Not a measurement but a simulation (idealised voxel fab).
This section sets out a process module, namely voxel capacitor over wiring.
We display cut, a cross-section 210 nm in width whose square cells are each 5 nm.
In this document a cross-section is written as a grid of square cells. It is given as a series of bands, listed from the top down, and a band is one or more rows of cells.
Top height, bottom height, nm. Materials left to right, width each, nm. Single material + "all across" = fills band edge to edge. "blank" = empty.
Height 0 is the level under which the wafer as received is all one material. The lowest band goes on downwards, as in "0..down".
The two numbers in a width such as "30->40" mark its ends across the band: the first belongs to the top row of cells, the second to the bottom row, and from each row to the next the width moves by the same amount.
When a step is marked "no change", none of the cells in the cross-section changed during that step.
If an empty space has no open way to the top and is at least 8 cells in size, "Closed-off voids" lists it, written width x height at distance, where distance is measured from the left edge and every value is in nm.
What comes after the settings on a step's line is commentary from the simulator itself on that step.
The line of a step may include "overlay nm". On a step with a mask, this value is how far to the right of its planned place the mask lay. A negative value means the mask lay to the left.
## Process steps foreseen in the plan
step 1: RECEIVE: material Si
step 2: CONFORMAL_DEP: material SiO2, thk nm 15
step 3: CONFORMAL_DEP: material SiN, thk nm 5
step 4: DIRECTIONAL_DEP: material SiO2, thk nm 25
step 5: PATTERN: tone open, mask id METAL_1, material resist, width nm 30, pitch nm 95, thk nm 20, overlay nm 0
step 6: DIRECTIONAL_ETCH: etch materials SiO2, depth nm 25
step 7: DIRECTIONAL_ETCH: etch materials SiN, depth nm 5
step 8: STRIP: etch materials resist
step 9: CONFORMAL_DEP: material TiN, thk nm 5
step 10: FILL_DEP: material Cu, thk nm 10
step 11: CMP: height nm 45
step 12: EPI: material Ru, thk nm 5
step 13: FILL_DEP: material SiCN, thk nm 5
step 14: DIRECTIONAL_DEP: material lowk, thk nm 15
step 15: PATTERN: tone open, mask id PLUG_1, material resist, width nm 15, thk nm 15, overlay nm 0
step 16: DIRECTIONAL_ETCH: etch materials lowk, depth nm 15
step 17: DIRECTIONAL_ETCH: etch materials SiCN, depth nm 5
step 18: STRIP: etch materials resist
step 19: CONFORMAL_DEP: material TiN, thk nm 5
step 20: FILL_DEP: material Cu, thk nm 10
step 21: CMP: height nm 70
step 22: DIRECTIONAL_DEP: material TiN, thk nm 10
step 23: DIRECTIONAL_DEP: material Al2O3, thk nm 5
step 24: DIRECTIONAL_DEP: material TiN, thk nm 10
step 25: MASKED_ETCH: tone cover, mask id UPPER_PLATE, width nm 70, etch materials TiN, depth nm 10, overlay nm 0
step 26: MASKED_ETCH: tone cover, mask id UPPER_PLATE, width nm 70, etch materials Al2O3, depth nm 5, overlay nm 0
step 27: DIRECTIONAL_DEP: material aC, thk nm 15
step 28: PATTERN: tone cover, mask id LOWER_PLATE, material resist, width nm 80, thk nm 30, overlay nm 0
step 29: DIRECTIONAL_ETCH: etch materials aC, depth nm 15
step 30: STRIP: etch materials resist
step 31: DIRECTIONAL_ETCH: etch materials TiN, depth nm 10
step 32: STRIP: etch materials aC
step 33: FILL_DEP: material SiO2, thk nm 20
step 34: CMP: height nm 110
step 35: MASKED_ETCH: tone open, mask id PLUG_2, width nm 15, etch materials SiO2, depth nm 15, overlay nm 0
step 36: CONFORMAL_DEP: material TiN, thk nm 5
step 37: FILL_DEP: material Cu, thk nm 10
step 38: CMP: height nm 110
step 39: CONFORMAL_DEP: material SiCN, thk nm 5
## as received, after step 1
    0..down = Si all across
    Closed-off voids: none
## Cross-section at module end, one run error; start and plan unchanged from above
    115..110 = SiCN all across
    110..100 = SiO2: 65, then TiN: 5, then Cu: 5, then TiN: 5, then SiO2: 130
    100..95 = SiO2: 65, then TiN: 15, then SiO2: 130
    95..85 = SiO2: 55, then TiN: 70, then SiO2: 85
    85..80 = SiO2: 55, then Al2O3: 70, then SiO2: 85
    80..70 = SiO2: 50, then TiN: 80, then SiO2: 80
    70..55 = lowk: 55, then TiN: 5, then Cu: 5, then TiN: 5, then lowk: 140
    55..50 = SiCN: 55, then TiN: 15, then SiCN: 140
    50..45 = Ru all across
    45..40 = TiN: 45, then Cu: 20, then TiN: 75, then Cu: 20, then TiN: 50
    40..20 = SiO2: 40, then TiN: 5, then Cu: 20, then TiN: 5, then SiO2: 65, then TiN: 5, then Cu: 20, then TiN: 5, then SiO2: 45
    20..15 = SiO2: 40, then TiN: 30, then SiO2: 65, then TiN: 30, then SiO2: 45
    15..0 = SiO2 all across
    0..down = Si all across
    Closed-off voids: none
In executing the process, a mistake was made relative to the plan: yeah, step 3 of the plan got skipped, never ran
